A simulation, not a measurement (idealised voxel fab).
process module | voxel local oxidation
cross-section cut | 175 nm wide | cells 5 nm
A cross-section is a grid of square cells, given in bands from the top down. A band is one or more rows of cells.
Each band's line starts with the height of the band's top and of its bottom, in nm. Then come its materials from left to right, each with its width in nm. One material with "throughout" fills the band from edge to edge. "air" is empty space.
Height 0 is the level under which the wafer as received is all one material. The lowest band goes on downwards, as in "0 down".
A width such as "30 to 40" changes by the same amount from each row of cells to the next, from the band's top row to its bottom row.
"no change" after a step means that no cell of the cross-section changed.
closed voids: empty space of 8 cells or more with no open way to the top, each as width x height at its distance from the left edge, in nm
after a step's settings: what the simulator itself notes on the step
overlay nm, on a step with a mask: how far to the right of its planned place the mask lay; to the left if negative
plan
1 op RECEIVE | material Si
2 op OXIDIZE | depth nm 5
3 op CONFORMAL_DEP | material SiN | thk nm 15
4 op PATTERN | tone cover | mask id ACTIVE | material resist | width nm 100 | thk nm 15 | overlay nm 0
5 op DIRECTIONAL_ETCH | etch materials SiN | depth nm 15
6 op STRIP | etch materials resist
7 op SELECTIVE_ETCH | etch materials SiO2 | depth nm 5
8 op OXIDIZE | depth nm 10
9 op STRIP | etch materials SiN
as received, after step 1
  0 down: Si throughout
  closed voids: none
first wafer at the end, as planned
  0 to -5: air 40 | SiO2 90 | air 45
  -5 to -15: SiO2 50 | Si 70 | SiO2 55
  -15 down: Si throughout
  closed voids: none
second wafer at the end: like start, like plan, one mistake
  15 to 0: air 35 | SiN 100 | air 40
  0 to -5: air 40 | SiO2 90 | air 45
  -5 to -15: SiO2 50 | Si 70 | SiO2 55
  -15 down: Si throughout
  closed voids: none
what went wrong: step 9 was left out
at the end the second wafer has, in cells: 60 more of SiN
